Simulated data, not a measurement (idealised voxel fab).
You're looking at the process module voxel fin reveal.
We display cut, a cross-section 220 nm in width whose square cells are each 5 nm.
Throughout this document, each cross-section is represented as a grid of square cells and is presented as a sequence of bands enumerated from the top downward, where a band comprises one or more rows of cells.
Top, bottom (nm), then materials left to right with widths (nm); lone material tagged "all across" fills the whole band edge to edge; "air" = empty space.
The reference from which all heights are counted is 0, the level beneath which the as-received wafer is entirely one material; the lowest band, having no lower bound, proceeds downward and is written after the example "top 0, no bottom".
Width "30..40": first value at the band's top row of cells, second value at its bottom row, equal change from row to row.
"changes: none" means the step left every cell of the cross-section as it was.
The label "Closed void roster" introduces a list of the empty spaces, 8 cells or larger, that have no open way up to the top; each entry in it reads width x height at distance, where the distance is taken from the left edge and all three are stated in nm.
Heads up: the bit after the settings on a step's line is the simulator's remark on that step.
"overlay nm" on a masked step: distance the mask lay right of its planned place, negative for left.
-- These are the steps we planned for the process
1. op RECEIVE | material Si
2. op CONFORMAL_DEP | material SiN | thk nm 10
3. op MASKED_ETCH | tone cover | mask id FINS | width nm 15 | pitch nm 45 | etch materials SiN | depth nm 10 | overlay nm 0
4. op MASKED_ETCH | tone cover | mask id FINS | width nm 15 | pitch nm 45 | etch materials Si | depth nm 35 | overlay nm 0
5. op OXIDIZE | depth nm 5
6. op FILL_DEP | material SiO2 | thk nm 10
7. op CMP | height nm 10
8. op SELECTIVE_ETCH | etch materials SiO2 | depth nm 35
9. op STRIP | etch materials SiN
-- First wafer, two in total, run as planned
-- Cross-section of the wafer as it came to us, i.e., already through step 1
- top 0, no bottom = Si all across
- Closed void roster: none
-- Upon completion of step 2, the wafer appears in cross-section as shown
- top 10, bottom 0 = SiN all across
- No changes below 0.
-- Upon completion of step 3, the wafer appears in cross-section as shown
- top 10, bottom 0 = air=80 / SiN=15 / air=30 / SiN=15 / air=80
- No changes below 0.
-- Upon completion of step 4, the wafer appears in cross-section as shown
- top 10, bottom 0 = air=80 / SiN=15 / air=30 / SiN=15 / air=80
- top 0, bottom -35 = air=80 / Si=15 / air=30 / Si=15 / air=80
- No changes below -35.
-- Upon completion of step 5, the wafer appears in cross-section as shown
- top 10, bottom 0 = air=80 / SiN=15 / air=30 / SiN=15 / air=80
- top 0, bottom -35 = air=80 / SiO2=5 / Si=5 / SiO2=5 / air=30 / SiO2=5 / Si=5 / SiO2=5 / air=80
- top -35, bottom -40 = SiO2=85 / Si=5 / SiO2=40 / Si=5 / SiO2=85
- No changes below -40.
-- Upon completion of step 6, the wafer appears in cross-section as shown
- top 20, bottom 10 = SiO2 all across
- top 10, bottom 0 = SiO2=80 / SiN=15 / SiO2=30 / SiN=15 / SiO2=80
- top 0, bottom -40 = SiO2=85 / Si=5 / SiO2=40 / Si=5 / SiO2=85
- No changes below -40.
-- Upon completion of step 7, the wafer appears in cross-section as shown
- top 10, bottom 0 = SiO2=80 / SiN=15 / SiO2=30 / SiN=15 / SiO2=80
- No changes below 0.
-- Upon completion of step 8, the wafer appears in cross-section as shown
- top 10, bottom 0 = air=80 / SiN=15 / air=30 / SiN=15 / air=80
- top 0, bottom -25 = air=85 / Si=5 / air=40 / Si=5 / air=85
- No changes below -25.
-- Upon completion of step 9, the wafer appears in cross-section as shown
- top 0, bottom -25 = air=85 / Si=5 / air=40 / Si=5 / air=85
- No changes below -25.
-- For the second wafer, take the first wafer's start and plan, then add one mistake made in running it; everything through step 7, that step included, is shared with the first
-- Second wafer, section view, time point: scheduled end of step 8
- top 10, bottom 0 = air=80 / SiN=15 / air=30 / SiN=15 / air=80
- top 0, bottom -40 = air=85 / Si=5 / air=40 / Si=5 / air=85
- No changes below -40.
-- Second wafer, section view, time point: scheduled end of step 9
- top 0, bottom -40 = air=85 / Si=5 / air=40 / Si=5 / air=85
- No changes below -40.
In executing the process, a mistake was made relative to the plan: step 8 of the plan saw execution twice
FYI, end of process, the second wafer has more or fewer cells of some materials than the first: SiO2: 126 fewer
